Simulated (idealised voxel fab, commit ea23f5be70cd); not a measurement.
voxel spacer lines: a process module
Cross-section cut spans 150 nm and uses square cells 5 nm in size.
Each cross-section below is a grid of square cells, stated as bands in top-down order, with one or more rows of cells making up each band. Band: top height; bottom height; in nm. Then, left to right: material with width in nm, for each material. "all across": a single material spanning edge to edge. "blank": empty space. Measure heights from 0. That's the level where, below it, the as-received wafer is all one material. The lowest band is bottomless and extends downward; write it as in "top 0, no bottom". A two-number width, for instance "30..40", indicates that the width is equal to the first number in the top row of the band and to the second number in the bottom row, and that it changes by a constant amount per row of cells. When a step is marked "no alterations made", none of the cells in the cross-section changed during that step. The entry "Sealed voids" lists the empty spaces that cover at least 8 cells and have no open path to the top. Each is written as width x height at distance, where the distance is measured from the left edge and all three values are in nm. If you see something after the settings on a step's line, that's the simulator's own remark about that step. overlay nm: step with mask; distance mask lay right of planned place; negative value = left of planned place.
# Intended process steps
1. RECEIVE with material Si
2. CONFORMAL_DEP with material Al2O3, thk nm 10
3. DIRECTIONAL_DEP with material TiN, thk nm 15
4. DIRECTIONAL_DEP with material polySi, thk nm 30
5. PATTERN with tone cover, mask id MANDREL, material resist, width nm 20, pitch nm 60, thk nm 40, overlay nm -15
6. DIRECTIONAL_ETCH with etch materials polySi, depth nm 30
7. STRIP with etch materials resist
8. CONFORMAL_DEP with material SiN, thk nm 10
9. DIRECTIONAL_ETCH with etch materials SiN, depth nm 10
10. STRIP with etch materials polySi
11. DIRECTIONAL_ETCH with etch materials TiN, depth nm 15
12. STRIP with etch materials SiN
13. FILL_DEP with material lowk, thk nm 10
14. CMP with height nm 25
Heads up: all these wafers start the same, and what changes between them is the overlay nm in step 5. The value you see in the plan is just what the first wafer got.
# Cross-section of the first of several wafers on receipt, reflecting completion of step 1
* top 0, no bottom  Si all across
* Sealed voids: none
# The first of several wafers, seen in cross-section after the module's last step, step 14
* top 25, bottom 10  lowk 10 nm; TiN 10 nm; lowk 20 nm; TiN 10 nm; lowk 20 nm; TiN 10 nm; lowk 20 nm; TiN 10 nm; lowk 40 nm
* top 10, bottom 0  Al2O3 all across
* top 0, no bottom  Si all across
* Sealed voids: none
# The module's end: a cross-section of the last wafer
* top 25, bottom 10  lowk 40 nm; TiN 10 nm; lowk 20 nm; TiN 10 nm; lowk 20 nm; TiN 10 nm; lowk 20 nm; TiN 10 nm; lowk 10 nm
* top 10, bottom 0  Al2O3 all across
* top 0, no bottom  Si all across
* Sealed voids: none
# Every row in this table is a wafer at the end of the module, and it gives, for each of the materials, the cells that wafer has gained (+) or lost (-) since it was received, then its closed voids
overlay nm -15 | +60 Al2O3 | +24 TiN | +66 lowk | Sealed voids: none
overlay nm -10 | +60 Al2O3 | +24 TiN | +66 lowk | Sealed voids: none
overlay nm -5 | +60 Al2O3 | +24 TiN | +66 lowk | Sealed voids: none
overlay nm 0 | +60 Al2O3 | +24 TiN | +66 lowk | Sealed voids: none
overlay nm 5 | +60 Al2O3 | +24 TiN | +66 lowk | Sealed voids: none
overlay nm 10 | +60 Al2O3 | +24 TiN | +66 lowk | Sealed voids: none
overlay nm 15 | +60 Al2O3 | +24 TiN | +66 lowk | Sealed voids: none
